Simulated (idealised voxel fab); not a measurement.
The document below concerns the process module designated voxel spacer lines.
Square cells of 5 nm make up the cross-section cut, whose width is 225 nm.
Bands, listed from the top down, are how a cross-section gets written in this document; the cross-section itself is a grid of square cells, and a band is one or more rows of them. Band entry format. Leading values: height of top, height of bottom, nm. Remainder: materials in left-to-right order, each with its width in nm. Special words: "all across" on a single material, which then fills the band edge to edge; "blank", empty space. Heads up on the height convention: 0 is the point under which the incoming wafer is all one material, and the lowest band has no bottom, it just keeps going down, like "0 -> down". Width: "30->40" (first number = top row, second number = bottom row, same change from row to row of cells). Step marked "no change occurred"? Then no cell in the cross-section changed in it. "Enclosed void listing" specifies each empty space that is not open to the top and that occupies no fewer than 8 cells, using the form width x height at distance, the distance measured from the left edge and all three quantities in nm. Text after the settings on a step's line: the simulator's own remark on that step. Steps that use a mask can have "overlay nm" on their line. It says how far the mask sat to the right of where it was meant to be. Negative means to the left.

**Below is the list of planned process steps**
step 1: RECEIVE, material Si
step 2: CONFORMAL_DEP, material Al2O3, thk nm 10
step 3: DIRECTIONAL_DEP, material TiN, thk nm 15
step 4: DIRECTIONAL_DEP, material polySi, thk nm 20
step 5: PATTERN, tone cover, mask id MANDREL, material resist, width nm 25, pitch nm 80, thk nm 30, overlay nm 0
step 6: DIRECTIONAL_ETCH, etch materials polySi, depth nm 20
step 7: STRIP, etch materials resist
step 8: CONFORMAL_DEP, material SiO2, thk nm 5
step 9: DIRECTIONAL_ETCH, etch materials SiO2, depth nm 15
step 10: STRIP, etch materials polySi
step 11: DIRECTIONAL_ETCH, etch materials TiN, depth nm 15
step 12: STRIP, etch materials SiO2
step 13: FILL_DEP, material lowk, thk nm 10
step 14: CMP, height nm 25
For this document, wafers share an identical start and vary in the step 8 thk nm; the plan quotes the first wafer's value.

**Cross-section: the first of several wafers in its as-received state, i.e. following step 1**
* 0 -> down: Si all across
* Enclosed void listing: none

**Cross-section after step 14, the final step of the module, for the first of several wafers**
* 25 -> 10: lowk: 55; TiN: 5; lowk: 25; TiN: 5; lowk: 45; TiN: 5; lowk: 25; TiN: 5; lowk: 55
* 10 -> 0: Al2O3 all across
* 0 -> down: Si all across
* Enclosed void listing: none

**A cross-section through the last wafer at the close of the module**
* 25 -> 10: TiN all across
* 10 -> 0: Al2O3 all across
* 0 -> down: Si all across
* Enclosed void listing: none

**wafer rows; end of module; cells per material since receipt: (+) gained, (-) lost; then closed voids**
thk nm 5 | +90 Al2O3 | +12 TiN | +123 lowk | Enclosed void listing: none
thk nm 10 | +90 Al2O3 | +24 TiN | +111 lowk | Enclosed void listing: none
thk nm 15 | +90 Al2O3 | +36 TiN | +99 lowk | Enclosed void listing: none
thk nm 20 | +90 Al2O3 | +135 TiN | Enclosed void listing: none
thk nm 25 | +90 Al2O3 | +135 TiN | Enclosed void listing: none
thk nm 30 | +90 Al2O3 | +135 TiN | Enclosed void listing: none
